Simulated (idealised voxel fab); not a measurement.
The process module that follows is named voxel wiring stack.
The width of the displayed cross-section, cut, is 220 nm; its cells are square, with a size of 5 nm.
For the purposes of this document, a cross-section shall be understood as a grid of square cells, specified as bands listed in top-to-bottom order, each band consisting of one or more rows of cells. Heights first: top, then bottom, in nm. Then materials, left to right, each with a width in nm. "throughout" on a single material: fills the band edge to edge. "air": empty space. For the purposes of this specification, 0 denotes the height below which the wafer in its as-received condition is composed wholly of one material, and the lowermost band, lacking a lower limit, extends downward without end, as expressed in "0 and below". Quick explanation for "30 to 40": the width changes in equal steps down the rows of cells, from the first number in the band's top row to the second number in its bottom row. It should be understood that the words "remained the same", when stated for a given step, signify that the cross-section underwent no change in any of its cells during that step. "Cavities, sealed": empty spaces of 8 cells or more with no open way to the top, each given as width x height at distance, distance from the left edge, all in nm. Where a step's line continues beyond its settings, the continuation is a remark by the simulator itself on that step. "overlay nm", when on a step's line for a step with a mask, measures how far to the right of its planned place the mask lay; a negative measure means to the left.

**The planned process steps are enumerated hereunder**
- 1: RECEIVE,material Si
- 2: CONFORMAL_DEP,material SiO2,thk nm 10
- 3: CONFORMAL_DEP,material SiN,thk nm 5
- 4: DIRECTIONAL_DEP,material lowk,thk nm 20
- 5: MASKED_ETCH,tone open,mask id METAL_1,width nm 30,pitch nm 50,etch materials lowk,depth nm 20,overlay nm 0
- 6: MASKED_ETCH,tone open,mask id METAL_1,width nm 30,pitch nm 50,etch materials SiN,depth nm 5,overlay nm 0
- 7: CONFORMAL_DEP,material TiN,thk nm 5
- 8: FILL_DEP,material Cu,thk nm 10
- 9: CMP,height nm 35
- 10: EPI,material Ru,thk nm 5
- 11: FILL_DEP,material SiCN,thk nm 5
- 12: DIRECTIONAL_DEP,material lowk,thk nm 20
- 13: MASKED_ETCH,tone open,mask id PLUG_1,width nm 15,etch materials lowk,depth nm 20,overlay nm 0
- 14: MASKED_ETCH,tone open,mask id PLUG_1,width nm 15,etch materials SiCN,depth nm 5,overlay nm 0
- 15: EPI,material Ru,thk nm 10
- 16: EPI,material Ru,thk nm 10
- 17: EPI,material Ru,thk nm 5
- 18: CONFORMAL_DEP,material SiN,thk nm 5
- 19: DIRECTIONAL_DEP,material lowk,thk nm 25
- 20: MASKED_ETCH,tone open,mask id METAL_2,width nm 30,pitch nm 50,etch materials lowk,depth nm 25,overlay nm 0
- 21: MASKED_ETCH,tone open,mask id METAL_2,width nm 30,pitch nm 50,etch materials SiN,depth nm 5,overlay nm 0
- 22: CONFORMAL_DEP,material TiN,thk nm 5
- 23: FILL_DEP,material W,thk nm 10
- 24: CMP,height nm 95
- 25: CONFORMAL_DEP,material SiCN,thk nm 5
- 26: DIRECTIONAL_DEP,material SiO2,thk nm 15
- 27: PATTERN,tone open,mask id PLUG_2,material resist,width nm 15,pitch nm 50,thk nm 20,overlay nm 0
- 28: DIRECTIONAL_ETCH,etch materials SiO2,depth nm 15
- 29: DIRECTIONAL_ETCH,etch materials SiCN,depth nm 5
- 30: STRIP,etch materials resist
- 31: EPI,material Ru,thk nm 10
- 32: EPI,material Ru,thk nm 10
- 33: CONFORMAL_DEP,material SiCN,thk nm 5
- 34: DIRECTIONAL_DEP,material SiO2,thk nm 15
- 35: MASKED_ETCH,tone open,mask id METAL_3,width nm 30,pitch nm 50,etch materials SiO2,depth nm 15,overlay nm 0
- 36: MASKED_ETCH,tone open,mask id METAL_3,width nm 30,pitch nm 50,etch materials SiCN,depth nm 5,overlay nm 0
- 37: CONFORMAL_DEP,material TiN,thk nm 5
- 38: FILL_DEP,material W,thk nm 5
- 39: CMP,height nm 135
- 40: EPI,material Ru,thk nm 5
- 41: FILL_DEP,material SiCN,thk nm 5
- 42: DIRECTIONAL_DEP,material SiO2,thk nm 10
- 43: MASKED_ETCH,tone open,mask id PLUG_3,width nm 15,pitch nm 50,etch materials SiO2,depth nm 10,overlay nm 0
- 44: MASKED_ETCH,tone open,mask id PLUG_3,width nm 15,pitch nm 50,etch materials SiCN,depth nm 5,overlay nm 0
- 45: EPI,material Ru,thk nm 10
- 46: EPI,material Ru,thk nm 5
- 47: CONFORMAL_DEP,material SiCN,thk nm 5
- 48: DIRECTIONAL_DEP,material lowk,thk nm 15
- 49: MASKED_ETCH,tone open,mask id METAL_4,width nm 30,pitch nm 50,etch materials lowk,depth nm 15,overlay nm 0
- 50: MASKED_ETCH,tone open,mask id METAL_4,width nm 30,pitch nm 50,etch materials SiCN,depth nm 5,overlay nm 0
- 51: CONFORMAL_DEP,material TiN,thk nm 5
- 52: FILL_DEP,material W,thk nm 10
- 53: CMP,height nm 175
- 54: CONFORMAL_DEP,material SiCN,thk nm 5

**Cross-section of the incoming wafer, state after step 1**
* 0 and below = Si throughout
* Cavities, sealed: none

**First of two wafers, end-of-module section, run followed plan**
* 180 down to 175 = SiCN throughout
* 175 down to 160 = lowk 70 nm  TiN 5 nm  W 20 nm  TiN 5 nm  lowk 20 nm  TiN 5 nm  W 20 nm  TiN 5 nm  lowk 70 nm
* 160 down to 155 = SiCN 70 nm  TiN 30 nm  SiCN 20 nm  TiN 30 nm  SiCN 70 nm
* 155 down to 145 = SiO2 70 nm  Ru 15 nm  SiO2 35 nm  Ru 15 nm  SiO2 85 nm
* 145 down to 135 = SiCN 70 to 65 nm  Ru 15 to 40 nm  SiCN 35 to 10 nm  Ru 15 to 40 nm  SiCN 85 to 65 nm
* 135 down to 120 = SiO2 70 nm  TiN 5 nm  W 20 nm  TiN 5 nm  SiO2 20 nm  TiN 5 nm  W 20 nm  TiN 5 nm  SiO2 70 nm
* 120 down to 115 = SiCN 70 nm  TiN 30 nm  SiCN 20 nm  TiN 30 nm  SiCN 70 nm
* 115 down to 100 = SiO2 70 nm  Ru 15 nm  SiO2 35 nm  Ru 15 nm  SiO2 85 nm
* 100 down to 95 = SiCN 70 nm  Ru 15 nm  SiCN 35 nm  Ru 15 nm  SiCN 85 nm
* 95 down to 70 = lowk 70 nm  TiN 5 nm  W 20 nm  TiN 5 nm  lowk 20 nm  TiN 5 nm  W 20 nm  TiN 5 nm  lowk 70 nm
* 70 down to 65 = SiN 70 nm  TiN 30 nm  SiN 20 nm  TiN 30 nm  SiN 70 nm
* 65 down to 45 = lowk 70 nm  Ru 15 nm  lowk 135 nm
* 45 down to 40 = SiCN 70 nm  Ru 15 nm  SiCN 135 nm
* 40 down to 35 = SiCN 65 nm  Ru 40 nm  SiCN 10 nm  Ru 40 nm  SiCN 65 nm
* 35 down to 15 = lowk 70 nm  TiN 5 nm  Cu 20 nm  TiN 5 nm  lowk 20 nm  TiN 5 nm  Cu 20 nm  TiN 5 nm  lowk 70 nm
* 15 down to 10 = SiN 70 nm  TiN 30 nm  SiN 20 nm  TiN 30 nm  SiN 70 nm
* 10 down to 0 = SiO2 throughout
* 0 and below = Si throughout
* Cavities, sealed: none

**Cross-section, wafer two of two, end of module: same start and plan as wafer one, one error in execution**
* 180 down to 175 = SiCN throughout
* 175 down to 160 = lowk 70 nm  TiN 5 nm  W 20 nm  TiN 5 nm  lowk 20 nm  TiN 5 nm  W 20 nm  TiN 5 nm  lowk 70 nm
* 160 down to 155 = SiCN 70 nm  TiN 30 nm  SiCN 20 nm  TiN 30 nm  SiCN 70 nm
* 155 down to 145 = SiO2 70 nm  Ru 15 nm  SiO2 35 nm  Ru 15 nm  SiO2 85 nm
* 145 down to 135 = SiCN 70 to 65 nm  Ru 15 to 40 nm  SiCN 35 to 10 nm  Ru 15 to 40 nm  SiCN 85 to 65 nm
* 135 down to 120 = SiO2 70 nm  TiN 5 nm  W 20 nm  TiN 5 nm  SiO2 20 nm  TiN 5 nm  W 20 nm  TiN 5 nm  SiO2 70 nm
* 120 down to 115 = SiCN 70 nm  TiN 30 nm  SiCN 20 nm  TiN 30 nm  SiCN 70 nm
* 115 down to 100 = SiO2 70 nm  Ru 15 nm  SiO2 35 nm  Ru 15 nm  SiO2 85 nm
* 100 down to 95 = SiCN 70 nm  Ru 15 nm  SiCN 35 nm  Ru 15 nm  SiCN 85 nm
* 95 down to 90 = lowk 70 nm  TiN 5 nm  W 20 nm  TiN 5 nm  lowk 20 nm  TiN 5 nm  W 20 nm  TiN 5 nm  lowk 70 nm
* 90 down to 85 = SiN 70 nm  TiN 30 nm  SiN 20 nm  TiN 30 nm  SiN 70 nm
* 85 down to 65 = lowk 70 nm  SiN 5 nm  TiN 5 nm  SiN 5 nm  lowk 135 nm
* 65 down to 45 = lowk throughout
* 45 down to 40 = SiCN throughout
* 40 down to 35 = SiCN 65 nm  Ru 40 nm  SiCN 10 nm  Ru 40 nm  SiCN 65 nm
* 35 down to 15 = lowk 70 nm  TiN 5 nm  Cu 20 nm  TiN 5 nm  lowk 20 nm  TiN 5 nm  Cu 20 nm  TiN 5 nm  lowk 70 nm
* 15 down to 10 = SiN 70 nm  TiN 30 nm  SiN 20 nm  TiN 30 nm  SiN 70 nm
* 10 down to 0 = SiO2 throughout
* 0 and below = Si throughout
* Cavities, sealed: none
Short version of what went wrong: execution of plan step 12 occurred twice
Wrapping up, a cell-based count of both wafers puts the second over or under the first for these materials: Ru: 15 fewer; SiCN: 3 more; SiN: 8 more; TiN: 12 fewer; W: 32 fewer; lowk: 48 more
